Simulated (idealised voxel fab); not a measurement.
process module | voxel ribs on slabs
cross-section cut | 230 nm wide | cells 5 nm
A cross-section is a grid of square cells, given in bands from the top down. A band is one or more rows of cells.
Each band's line starts with the height of the band's top and of its bottom, in nm. Then come its materials from left to right, each with its width in nm. One material with "throughout" fills the band from edge to edge. "air" is empty space.
Height 0 is the level under which the wafer as received is all one material. The lowest band goes on downwards, as in "0 down".
A width such as "30 to 40" changes by the same amount from each row of cells to the next, from the band's top row to its bottom row.
"no change" after a step means that no cell of the cross-section changed.
closed voids: empty space of 8 cells or more with no open way to the top, each as width x height at its distance from the left edge, in nm
after a step's settings: what the simulator itself notes on the step
overlay nm, on a step with a mask: how far to the right of its planned place the mask lay; to the left if negative
plan
1 op RECEIVE | material Si
2 op DIRECTIONAL_DEP | material SiO2 | thk nm 25
3 op DIRECTIONAL_DEP | material SiN | thk nm 20
4 op PATTERN | tone cover | mask id RIB | material resist | width nm 20 | thk nm 15 | overlay nm 0
5 op DIRECTIONAL_ETCH | etch materials SiN | depth nm 5
6 op STRIP | etch materials resist
7 op PATTERN | tone cover | mask id SLAB | material resist | width nm 50 | thk nm 20 | overlay nm 0
8 op DIRECTIONAL_ETCH | etch materials SiN | depth nm 15
9 op STRIP | etch materials resist
10 op FILL_DEP | material SiO2 | thk nm 15
11 op CMP | height nm 55
12 op DIRECTIONAL_DEP | material W | thk nm 5
13 op PATTERN | tone cover | mask id HEATER | material resist | width nm 30 | thk nm 20 | overlay nm 0
14 op DIRECTIONAL_ETCH | etch materials W | depth nm 5
15 op STRIP | etch materials resist
16 op CONFORMAL_DEP | material SiN | thk nm 10
first wafer, as planned
as received, after step 1
  0 down: Si throughout
  closed voids: none
after step 2
  25 to 0: SiO2 throughout
  below 0: unchanged
after step 3
  45 to 25: SiN throughout
  below 25: unchanged
after step 4
  60 to 45: air 105 | resist 20 | air 105
  below 45: unchanged
after step 5
  60 to 45: air 105 | resist 20 | air 105
  45 to 40: air 105 | SiN 20 | air 105
  below 40: unchanged
after step 6
  45 to 40: air 105 | SiN 20 | air 105
  below 40: unchanged
after step 7
  65 to 45: air 90 | resist 50 | air 90
  45 to 40: air 90 | resist 15 | SiN 20 | resist 15 | air 90
  below 40: unchanged
after step 8
  65 to 45: air 90 | resist 50 | air 90
  45 to 40: air 90 | resist 15 | SiN 20 | resist 15 | air 90
  40 to 25: air 90 | SiN 50 | air 90
  below 25: unchanged
after step 9
  45 to 40: air 105 | SiN 20 | air 105
  below 40: unchanged
after step 10
  60 to 45: SiO2 throughout
  45 to 40: SiO2 105 | SiN 20 | SiO2 105
  40 to 25: SiO2 90 | SiN 50 | SiO2 90
  below 25: unchanged
after step 11
  55 to 45: SiO2 throughout
  below 45: unchanged
after step 12
  60 to 55: W throughout
  below 55: unchanged
after step 13
  80 to 60: air 100 | resist 30 | air 100
  below 60: unchanged
after step 14
  80 to 60: air 100 | resist 30 | air 100
  60 to 55: air 100 | W 30 | air 100
  below 55: unchanged
after step 15
  60 to 55: air 100 | W 30 | air 100
  below 55: unchanged
after step 16
  70 to 65: air 90 | SiN 50 | air 90
  65 to 60: SiN throughout
  60 to 55: SiN 100 | W 30 | SiN 100
  below 55: unchanged
second wafer: like start, like plan, one mistake. Through step 15 it matches the first wafer
when step 16 should have ended: no change
what went wrong: step 16 was left out
at the end the second wafer has, in cells: 96 fewer of SiN
